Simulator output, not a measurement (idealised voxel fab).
The process module that follows is named voxel wiring stack.
The width of the displayed cross-section, cut, is 190 nm; its cells are square, with a size of 5 nm.
When this document writes out a cross-section, it uses a grid of square cells and lists it as bands, beginning at the top and moving down, with a band standing for one or more rows of cells.
The entry gives the band's vertical extent as a top height and a bottom height in nm, then its horizontal make-up as materials from left to right, each with a width in nm. "blank" stands for empty space; a single material marked "everywhere" fills the band edge to edge.
Counting heights begins at 0, where everything beneath is, in the wafer as received, one material. The lowest band has no bottom; it goes on downwards, as "0 nm and below" shows.
It should be noted that a width expressed as "30->40" varies in equal increments from row to row of cells within the band, taking the value of the first number at the top row and that of the second number at the bottom row.
"no alterations made" (step): cross-section cells unchanged, all of them.
This entry, "Cavities, sealed", enumerates those empty regions of no fewer than 8 cells that possess no open connection to the top. Each region is reported in the form width x height at distance, the distance being taken from the left edge, with all three quantities expressed in nm.
Anything after a step's settings on that line? It's the simulator's own note about the step.
Among the settings permitted on a step's line is "overlay nm"; applied to a step with a mask, it specifies the extent to which the mask lay to the right of its planned position, whereas a negative figure signifies a position to the left.

Listed below are the process steps as planned
step 1: op RECEIVE | material Si
step 2: op CONFORMAL_DEP | material SiO2 | thk nm 15
step 3: op CONFORMAL_DEP | material SiN | thk nm 5
step 4: op DIRECTIONAL_DEP | material lowk | thk nm 25
step 5: op PATTERN | tone open | mask id METAL_1 | material resist | width nm 20 | pitch nm 40 | thk nm 15 | overlay nm 0
step 6: op DIRECTIONAL_ETCH | etch materials lowk | depth nm 25
step 7: op DIRECTIONAL_ETCH | etch materials SiN | depth nm 5
step 8: op STRIP | etch materials resist
step 9: op CONFORMAL_DEP | material TiN | thk nm 5
step 10: op FILL_DEP | material W | thk nm 10
step 11: op CMP | height nm 45
step 12: op EPI | material Ru | thk nm 5
step 13: op FILL_DEP | material SiCN | thk nm 5
step 14: op DIRECTIONAL_DEP | material lowk | thk nm 30
step 15: op DIRECTIONAL_DEP | material aC | thk nm 10
step 16: op PATTERN | tone open | mask id METAL_2 | material resist | width nm 20 | pitch nm 40 | thk nm 25 | overlay nm 0
step 17: op DIRECTIONAL_ETCH | etch materials aC | depth nm 10
step 18: op STRIP | etch materials resist
step 19: op DIRECTIONAL_ETCH | etch materials lowk | depth nm 20
step 20: op STRIP | etch materials aC
step 21: op PATTERN | tone open | mask id METAL_2_HOLES | material resist | width nm 15 | pitch nm 40 | thk nm 20 | overlay nm 0
step 22: op DIRECTIONAL_ETCH | etch materials lowk | depth nm 10
step 23: op DIRECTIONAL_ETCH | etch materials SiCN | depth nm 5
step 24: op STRIP | etch materials resist
step 25: op CONFORMAL_DEP | material TiN | thk nm 5
step 26: op FILL_DEP | material Ru | thk nm 5
step 27: op CMP | height nm 85
step 28: op CONFORMAL_DEP | material SiCN | thk nm 5
step 29: op DIRECTIONAL_DEP | material lowk | thk nm 15
step 30: op DIRECTIONAL_DEP | material aC | thk nm 15
step 31: op PATTERN | tone open | mask id PLUG_2 | material resist | width nm 15 | thk nm 30 | overlay nm 0
step 32: op DIRECTIONAL_ETCH | etch materials aC | depth nm 15
step 33: op STRIP | etch materials resist
step 34: op DIRECTIONAL_ETCH | etch materials lowk | depth nm 15
step 35: op DIRECTIONAL_ETCH | etch materials SiCN | depth nm 5
step 36: op STRIP | etch materials aC
step 37: op CONFORMAL_DEP | material TiN | thk nm 5
step 38: op FILL_DEP | material Cu | thk nm 5
step 39: op CMP | height nm 105
step 40: op CONFORMAL_DEP | material SiCN | thk nm 5
step 41: op DIRECTIONAL_DEP | material SiO2 | thk nm 15
step 42: op PATTERN | tone open | mask id METAL_3 | material resist | width nm 20 | pitch nm 40 | thk nm 20 | overlay nm -15
step 43: op DIRECTIONAL_ETCH | etch materials SiO2 | depth nm 15
step 44: op DIRECTIONAL_ETCH | etch materials SiCN | depth nm 5
step 45: op STRIP | etch materials resist
step 46: op CONFORMAL_DEP | material TiN | thk nm 5
step 47: op FILL_DEP | material Cu | thk nm 10
step 48: op CMP | height nm 125
step 49: op CONFORMAL_DEP | material SiN | thk nm 5
The overlay nm used in step 42 is not the same on every wafer, whereas the starting condition is; the value printed in the plan is the first wafer's.

Cross-sectional view of the first of several wafers in the as-received condition, corresponding to the state following step 1
- 0 nm and below | Si everywhere
- Cavities, sealed: none

Note: the following table is arranged by wafer, a row apiece. Each row reports the end-of-module state: per material, cells gained (+) or cells lost (-) compared with the wafer as received; closed voids follow
overlay nm -15; +15 Cu; +30 Ru; +123 SiCN; +68 SiN; +204 SiO2; +89 TiN; +20 W; +439 lowk; Cavities, sealed: none
overlay nm -10; +15 Cu; +30 Ru; +123 SiCN; +68 SiN; +204 SiO2; +89 TiN; +20 W; +439 lowk; Cavities, sealed: none
overlay nm -5; +15 Cu; +30 Ru; +123 SiCN; +68 SiN; +204 SiO2; +89 TiN; +20 W; +439 lowk; Cavities, sealed: none
overlay nm 0; +15 Cu; +30 Ru; +123 SiCN; +68 SiN; +204 SiO2; +89 TiN; +20 W; +439 lowk; Cavities, sealed: none
overlay nm 5; +15 Cu; +30 Ru; +123 SiCN; +68 SiN; +204 SiO2; +89 TiN; +20 W; +439 lowk; Cavities, sealed: none
overlay nm 10; +15 Cu; +30 Ru; +123 SiCN; +68 SiN; +204 SiO2; +89 TiN; +20 W; +439 lowk; Cavities, sealed: none
overlay nm 15; +15 Cu; +30 Ru; +123 SiCN; +68 SiN; +204 SiO2; +89 TiN; +20 W; +439 lowk; Cavities, sealed: none
